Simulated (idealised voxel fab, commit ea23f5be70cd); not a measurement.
The document below concerns the process module designated voxel wiring stack.
Section shown: cut. Width: 240 nm. Cell size: 5 nm, square.
Throughout this document, each cross-section is represented as a grid of square cells and is presented as a sequence of bands enumerated from the top downward, where a band comprises one or more rows of cells. For a band, the entry starts with two heights in nm, that of the top and then that of the bottom, and carries on with the band's materials in order from left to right, each alongside its width in nm; the word "throughout" beside a single material means it fills the band edge to edge, and "air" means empty space. Height datum 0, below which the as-received substrate wafer is one material. Lowest band open at the bottom, running downward: "0..down". The expression "30 to 40" gives the width at the extremes of the band, the first number at its top row of cells and the second at its bottom row, with the width changing by equal amounts from each row to the next in between. Step note "all unchanged" = no cross-section cell changed. "Entrapped voids" means: voids of 8 cells or more that are shut off from the top with no open way through. Written width x height at distance, distance from the left edge, in nm. Past the settings on a step's line: simulator remark, on that step. If you see "overlay nm" on a step's line and that step has a mask, it's telling you how far right of where it was planned the mask ended up; a negative number means it went left instead.
## Steps in the process plan
1,op RECEIVE | material Si
2,op CONFORMAL_DEP | material SiO2 | thk nm 15
3,op CONFORMAL_DEP | material SiN | thk nm 5
4,op DIRECTIONAL_DEP | material lowk | thk nm 20
5,op MASKED_ETCH | tone open | mask id METAL_1 | width nm 30 | pitch nm 50 | etch materials lowk | depth nm 20 | overlay nm 0
6,op MASKED_ETCH | tone open | mask id METAL_1 | width nm 30 | pitch nm 50 | etch materials SiN | depth nm 5 | overlay nm 0
7,op CONFORMAL_DEP | material TiN | thk nm 5
8,op FILL_DEP | material Cu | thk nm 5
9,op CMP | height nm 40
10,op CONFORMAL_DEP | material SiCN | thk nm 5
11,op DIRECTIONAL_DEP | material SiO2 | thk nm 35
12,op DIRECTIONAL_DEP | material aC | thk nm 15
13,op PATTERN | tone open | mask id METAL_2 | material resist | width nm 30 | pitch nm 50 | thk nm 35 | overlay nm 0
14,op DIRECTIONAL_ETCH | etch materials aC | depth nm 15
15,op STRIP | etch materials resist
16,op DIRECTIONAL_ETCH | etch materials SiO2 | depth nm 20
17,op STRIP | etch materials aC
18,op MASKED_ETCH | tone open | mask id METAL_2_HOLES | width nm 15 | pitch nm 50 | etch materials SiO2 | depth nm 15 | overlay nm 0
19,op MASKED_ETCH | tone open | mask id METAL_2_HOLES | width nm 15 | pitch nm 50 | etch materials SiCN | depth nm 5 | overlay nm 0
20,op CONFORMAL_DEP | material TiN | thk nm 5
21,op FILL_DEP | material Cu | thk nm 10
22,op CMP | height nm 80
23,op CONFORMAL_DEP | material SiCN | thk nm 5
24,op DIRECTIONAL_DEP | material SiO2 | thk nm 30
25,op DIRECTIONAL_DEP | material aC | thk nm 15
26,op PATTERN | tone open | mask id METAL_3_HOLES | material resist | width nm 15 | thk nm 30 | overlay nm 0
27,op DIRECTIONAL_ETCH | etch materials aC | depth nm 15
28,op STRIP | etch materials resist
29,op DIRECTIONAL_ETCH | etch materials SiO2 | depth nm 30
30,op STRIP | etch materials aC
31,op DIRECTIONAL_DEP | material aC | thk nm 10
32,op PATTERN | tone open | mask id METAL_3 | material resist | width nm 30 | pitch nm 50 | thk nm 25 | overlay nm 0
33,op DIRECTIONAL_ETCH | etch materials aC | depth nm 10
34,op STRIP | etch materials resist
35,op DIRECTIONAL_ETCH | etch materials SiO2 | depth nm 15
36,op DIRECTIONAL_ETCH | etch materials SiCN | depth nm 5
37,op STRIP | etch materials aC
38,op CONFORMAL_DEP | material TiN | thk nm 5
39,op FILL_DEP | material Cu | thk nm 10
40,op CMP | height nm 115
41,op CONFORMAL_DEP | material SiCN | thk nm 5
## Incoming wafer in cross-section (state: after step 1)
	0..down  Si throughout
	Entrapped voids: none
## End-of-module cross-section. Starting structure and process plan as above; one mistake made in running it
	120..115  SiCN throughout
	115..110  SiO2 80 nm, TiN 5 nm, Cu 5 nm, TiN 20 nm, SiO2 20 nm, TiN 30 nm, SiO2 80 nm
	110..95  SiO2 80 nm, TiN 5 nm, Cu 5 nm, TiN 5 nm, SiO2 145 nm
	95..90  SiCN 80 nm, TiN 15 nm, SiCN 145 nm
	90..80  SiCN throughout
	80..65  SiO2 80 nm, TiN 5 nm, Cu 20 nm, TiN 5 nm, SiO2 20 nm, TiN 5 nm, Cu 20 nm, TiN 5 nm, SiO2 80 nm
	65..60  SiO2 80 nm, TiN 5 nm, Cu 5 nm, TiN 20 nm, SiO2 20 nm, TiN 5 nm, Cu 5 nm, TiN 20 nm, SiO2 80 nm
	60..45  SiO2 80 nm, TiN 5 nm, Cu 5 nm, TiN 5 nm, SiO2 35 nm, TiN 5 nm, Cu 5 nm, TiN 5 nm, SiO2 95 nm
	45..40  SiCN 80 nm, TiN 15 nm, SiCN 35 nm, TiN 15 nm, SiCN 95 nm
	40..20  lowk 80 nm, TiN 5 nm, Cu 20 nm, TiN 5 nm, lowk 20 nm, TiN 5 nm, Cu 20 nm, TiN 5 nm, lowk 80 nm
	20..15  SiN 80 nm, TiN 30 nm, SiN 20 nm, TiN 30 nm, SiN 80 nm
	15..0  SiO2 throughout
	0..down  Si throughout
	Entrapped voids: none
Want to know what went wrong? heads up, step 23 didn't go per plan, it actually ran as op CONFORMAL_DEP | material SiCN | thk nm 15
